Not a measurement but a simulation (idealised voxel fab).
A process module follows: voxel self aligned vias.
We display cut, a cross-section 290 nm in width whose square cells are each 5 nm.
If you're reading a cross-section in this doc, picture square cells in a grid; it comes to you as bands, top ones listed first down to the bottom, and a band can be one or more rows of cells.
Within each band entry, the heights of the top and of the bottom of the band appear first, in that order and in nm; the materials of the band then follow from left to right, each with its corresponding width in nm. The designation "full width" on a single material indicates that it fills the band from edge to edge; the designation "air" indicates empty space.
The reference from which all heights are counted is 0, the level beneath which the as-received wafer is entirely one material; the lowest band, having no lower bound, proceeds downward and is written after the example "0..down".
Width "30..40": first value at the band's top row of cells, second value at its bottom row, equal change from row to row.
For the purposes of this document, the phrase "same as before" attached to a step denotes that no cell within the cross-section was modified by that step.
Under "Closed void listing" you'll find the enclosed gaps, the ones with no way out to the top, that are 8 cells or bigger; each reads width x height at distance, with distance counted from the left edge, everything in nm.
The remark found on a step's line after its settings is issued by the simulator itself and pertains to that step.
On any step carrying a mask, the "overlay nm" setting, if present on the step's line, tells how far right of its planned place the mask lay; negative values point to the left.

The planned process steps are enumerated hereunder:
step 1: RECEIVE with material Si
step 2: CONFORMAL_DEP with material SiO2, thk nm 15
step 3: CONFORMAL_DEP with material SiCN, thk nm 5
step 4: DIRECTIONAL_DEP with material SiO2, thk nm 20
step 5: PATTERN with tone open, mask id LINES, material resist, width nm 30, pitch nm 70, thk nm 15, overlay nm 0
step 6: DIRECTIONAL_ETCH with etch materials SiO2, depth nm 20
step 7: STRIP with etch materials resist
step 8: CONFORMAL_DEP with material TiN, thk nm 5
step 9: FILL_DEP with material W, thk nm 5
step 10: CMP with height nm 40
step 11: SELECTIVE_ETCH with etch materials W Ru TiN, depth nm 5
step 12: FILL_DEP with material SiN, thk nm 5
step 13: CMP with height nm 40
step 14: DIRECTIONAL_DEP with material SiO2, thk nm 20
step 15: MASKED_ETCH with tone open, mask id VIAS, width nm 40, pitch nm 70, etch materials SiO2, depth nm 20, overlay nm 0
step 16: MASKED_ETCH with tone open, mask id VIAS, width nm 40, pitch nm 70, etch materials SiN, depth nm 5, overlay nm 0
step 17: CONFORMAL_DEP with material TiN, thk nm 5
step 18: FILL_DEP with material Cu, thk nm 5
step 19: CMP with height nm 60
step 20: CONFORMAL_DEP with material SiN, thk nm 5

Incoming wafer in cross-section (state: after step 1):
  0..down  Si full width
  Closed void listing: none

Here's the wafer cut in cross-section after the module, started and planned just like above, except one thing was done wrong in the run:
  65..60  SiN full width
  60..40  SiO2 (55), TiN (5), Cu (30), TiN (5), SiO2 (30), TiN (5), Cu (30), TiN (5), SiO2 (30), TiN (5), Cu (30), TiN (5), SiO2 (55)
  40..35  SiO2 (55), TiN (40), SiO2 (30), TiN (40), SiO2 (30), TiN (40), SiO2 (55)
  35..25  SiO2 (55), TiN (10), W (20), TiN (10), SiO2 (30), TiN (10), W (20), TiN (10), SiO2 (30), TiN (10), W (20), TiN (10), SiO2 (55)
  25..20  SiO2 (55), TiN (40), SiO2 (30), TiN (40), SiO2 (30), TiN (40), SiO2 (55)
  20..15  SiCN full width
  15..0  SiO2 full width
  0..down  Si full width
  Closed void listing: none
Which mistake was made when the wafer was run? step 15 of the plan was twice carried out
